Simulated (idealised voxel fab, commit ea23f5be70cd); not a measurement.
process module | voxel wiring stack
cross-section cut | 280 nm wide | cells 5 nm
A cross-section is a grid of square cells, given in bands from the top down. A band is one or more rows of cells.
Each band's line starts with the height of the band's top and of its bottom, in nm. Then come its materials from left to right, each with its width in nm. One material with "throughout" fills the band from edge to edge. "air" is empty space.
Height 0 is the level under which the wafer as received is all one material. The lowest band goes on downwards, as in "0 down".
A width such as "30 to 40" changes by the same amount from each row of cells to the next, from the band's top row to its bottom row.
"no change" after a step means that no cell of the cross-section changed.
closed voids: empty space of 8 cells or more with no open way to the top, each as width x height at its distance from the left edge, in nm
after a step's settings: what the simulator itself notes on the step
overlay nm, on a step with a mask: how far to the right of its planned place the mask lay; to the left if negative
plan
1 op RECEIVE | material Si
2 op CONFORMAL_DEP | material SiO2 | thk nm 10
3 op CONFORMAL_DEP | material SiCN | thk nm 5
4 op DIRECTIONAL_DEP | material lowk | thk nm 25
5 op DIRECTIONAL_DEP | material aC | thk nm 10
6 op PATTERN | tone open | mask id METAL_1 | material resist | width nm 30 | pitch nm 45 | thk nm 30 | overlay nm 0
7 op DIRECTIONAL_ETCH | etch materials aC | depth nm 10
8 op STRIP | etch materials resist
9 op DIRECTIONAL_ETCH | etch materials lowk | depth nm 25
10 op DIRECTIONAL_ETCH | etch materials SiCN | depth nm 5
11 op STRIP | etch materials aC
12 op CONFORMAL_DEP | material TiN | thk nm 5
13 op FILL_DEP | material W | thk nm 5
14 op CMP | height nm 40
15 op CONFORMAL_DEP | material SiCN | thk nm 5
16 op DIRECTIONAL_DEP | material SiO2 | thk nm 25
17 op DIRECTIONAL_DEP | material aC | thk nm 15
18 op PATTERN | tone open | mask id METAL_2_HOLES | material resist | width nm 15 | thk nm 30 | overlay nm 0
19 op DIRECTIONAL_ETCH | etch materials aC | depth nm 15
20 op STRIP | etch materials resist
21 op DIRECTIONAL_ETCH | etch materials SiO2 | depth nm 25
22 op STRIP | etch materials aC
23 op PATTERN | tone open | mask id METAL_2 | material resist | width nm 30 | pitch nm 45 | thk nm 20 | overlay nm 0
24 op DIRECTIONAL_ETCH | etch materials SiO2 | depth nm 15
25 op DIRECTIONAL_ETCH | etch materials SiCN | depth nm 5
26 op STRIP | etch materials resist
27 op CONFORMAL_DEP | material TiN | thk nm 5
28 op FILL_DEP | material Cu | thk nm 10
29 op CMP | height nm 70
30 op CONFORMAL_DEP | material SiCN | thk nm 5
31 op DIRECTIONAL_DEP | material SiO2 | thk nm 15
32 op MASKED_ETCH | tone open | mask id PLUG_2 | width nm 15 | pitch nm 45 | etch materials SiO2 | depth nm 15 | overlay nm 0
33 op MASKED_ETCH | tone open | mask id PLUG_2 | width nm 15 | pitch nm 45 | etch materials SiCN | depth nm 5 | overlay nm 0
34 op EPI | material Ru | thk nm 10
35 op EPI | material Ru | thk nm 10
36 op DIRECTIONAL_DEP | material TiN | thk nm 5
37 op DIRECTIONAL_DEP | material W | thk nm 20
38 op PATTERN | tone cover | mask id METAL_3 | material resist | width nm 30 | pitch nm 45 | thk nm 15 | overlay nm 0
39 op DIRECTIONAL_ETCH | etch materials W | depth nm 20
40 op DIRECTIONAL_ETCH | etch materials TiN | depth nm 5
41 op STRIP | etch materials resist
42 op CONFORMAL_DEP | material SiCN | thk nm 5
43 op FILL_DEP | material SiO2 | thk nm 5
44 op CMP | height nm 115
45 op CONFORMAL_DEP | material SiCN | thk nm 5
46 op DIRECTIONAL_DEP | material SiO2 | thk nm 10
47 op DIRECTIONAL_DEP | material aC | thk nm 15
48 op PATTERN | tone open | mask id PLUG_3 | material resist | width nm 15 | thk nm 35 | overlay nm 0
49 op DIRECTIONAL_ETCH | etch materials aC | depth nm 15
50 op STRIP | etch materials resist
51 op DIRECTIONAL_ETCH | etch materials SiO2 | depth nm 10
52 op DIRECTIONAL_ETCH | etch materials SiCN | depth nm 5
53 op STRIP | etch materials aC
54 op CONFORMAL_DEP | material TiN | thk nm 5
55 op FILL_DEP | material Ru | thk nm 10
56 op CMP | height nm 130
57 op CONFORMAL_DEP | material SiN | thk nm 5
58 op DIRECTIONAL_DEP | material SiO2 | thk nm 25
59 op DIRECTIONAL_DEP | material aC | thk nm 10
60 op PATTERN | tone open | mask id METAL_4 | material resist | width nm 30 | pitch nm 45 | thk nm 25 | overlay nm 0
61 op DIRECTIONAL_ETCH | etch materials aC | depth nm 10
62 op STRIP | etch materials resist
63 op DIRECTIONAL_ETCH | etch materials SiO2 | depth nm 25
64 op DIRECTIONAL_ETCH | etch materials SiN | depth nm 5
65 op STRIP | etch materials aC
66 op CONFORMAL_DEP | material TiN | thk nm 5
67 op FILL_DEP | material Cu | thk nm 5
68 op CMP | height nm 160
69 op CONFORMAL_DEP | material SiN | thk nm 5
as received, after step 1
  0 down: Si throughout
  closed voids: none
first wafer at the end, as planned
  165 to 160: SiN throughout
  160 to 135: SiO2 100 | TiN 5 | Cu 20 | TiN 5 | SiO2 15 | TiN 5 | Cu 20 | TiN 5 | SiO2 105
  135 to 130: SiN 100 | TiN 30 | SiN 15 | TiN 30 | SiN 105
  130 to 120: SiO2 100 | TiN 5 | Ru 5 | TiN 5 | SiO2 165
  120 to 115: SiCN 100 | TiN 15 | SiCN 165
  115 to 95: SiO2 95 | SiCN 5 | W 30 | SiCN 5 | SiO2 5 | SiCN 5 | W 30 | SiCN 5 | SiO2 100
  95 to 90: SiCN 100 | TiN 30 | SiCN 15 | TiN 30 | SiCN 105
  90 to 75: SiO2 100 | Ru 15 | SiO2 30 | Ru 15 | SiO2 120
  75 to 70: SiCN 100 | Ru 15 | SiCN 30 | Ru 15 | SiCN 120
  70 to 60: SiO2 100 | TiN 5 | Cu 20 | TiN 5 | SiO2 15 | TiN 5 | Cu 20 | TiN 5 | SiO2 105
  60 to 55: SiO2 100 | TiN 5 | Cu 5 | TiN 20 | SiO2 15 | TiN 30 | SiO2 105
  55 to 45: SiO2 100 | TiN 5 | Cu 5 | TiN 5 | SiO2 165
  45 to 40: SiCN 100 | TiN 15 | SiCN 165
  40 to 15: lowk 100 | TiN 5 | W 20 | TiN 5 | lowk 15 | TiN 5 | W 20 | TiN 5 | lowk 105
  15 to 10: SiCN 100 | TiN 30 | SiCN 15 | TiN 30 | SiCN 105
  10 to 0: SiO2 throughout
  0 down: Si throughout
  closed voids: none
second wafer at the end: like start, like plan, one mistake
  165 to 160: SiN throughout
  160 to 135: SiO2 100 | TiN 5 | Cu 20 | TiN 5 | SiO2 15 | TiN 5 | Cu 20 | TiN 5 | SiO2 105
  135 to 130: SiN 100 | TiN 30 | SiN 15 | TiN 30 | SiN 105
  130 to 120: SiO2 100 | TiN 5 | Ru 5 | TiN 5 | SiO2 165
  120 to 115: SiCN 100 | TiN 15 | SiCN 165
  115 to 95: SiO2 95 | SiCN 5 | W 30 | SiCN 5 | SiO2 5 | SiCN 5 | W 30 | SiCN 5 | SiO2 100
  95 to 90: SiCN 100 | TiN 30 | SiCN 15 | TiN 30 | SiCN 105
  90 to 75: SiO2 100 | Ru 15 | SiO2 30 | Ru 15 | SiO2 120
  75 to 70: SiCN 110 | Ru 5 | SiCN 40 | Ru 5 | SiCN 120
  70 to 60: SiO2 100 | TiN 5 | Cu 20 | TiN 5 | SiO2 15 | TiN 5 | Cu 20 | TiN 5 | SiO2 105
  60 to 55: SiO2 100 | TiN 5 | Cu 5 | TiN 20 | SiO2 15 | TiN 30 | SiO2 105
  55 to 45: SiO2 100 | TiN 5 | Cu 5 | TiN 5 | SiO2 165
  45 to 40: SiCN 100 | TiN 15 | SiCN 165
  40 to 15: lowk 100 | TiN 5 | W 20 | TiN 5 | lowk 15 | TiN 5 | W 20 | TiN 5 | lowk 105
  15 to 10: SiCN 100 | TiN 30 | SiCN 15 | TiN 30 | SiCN 105
  10 to 0: SiO2 throughout
  0 down: Si throughout
  closed voids: none
what went wrong: step 33 ran as: op MASKED_ETCH | tone open | mask id PLUG_2 | width nm 15 | pitch nm 45 | etch materials SiCN | depth nm 5 | overlay nm 10
at the end the second wafer has, in cells: 4 fewer of Ru | 4 more of SiCN
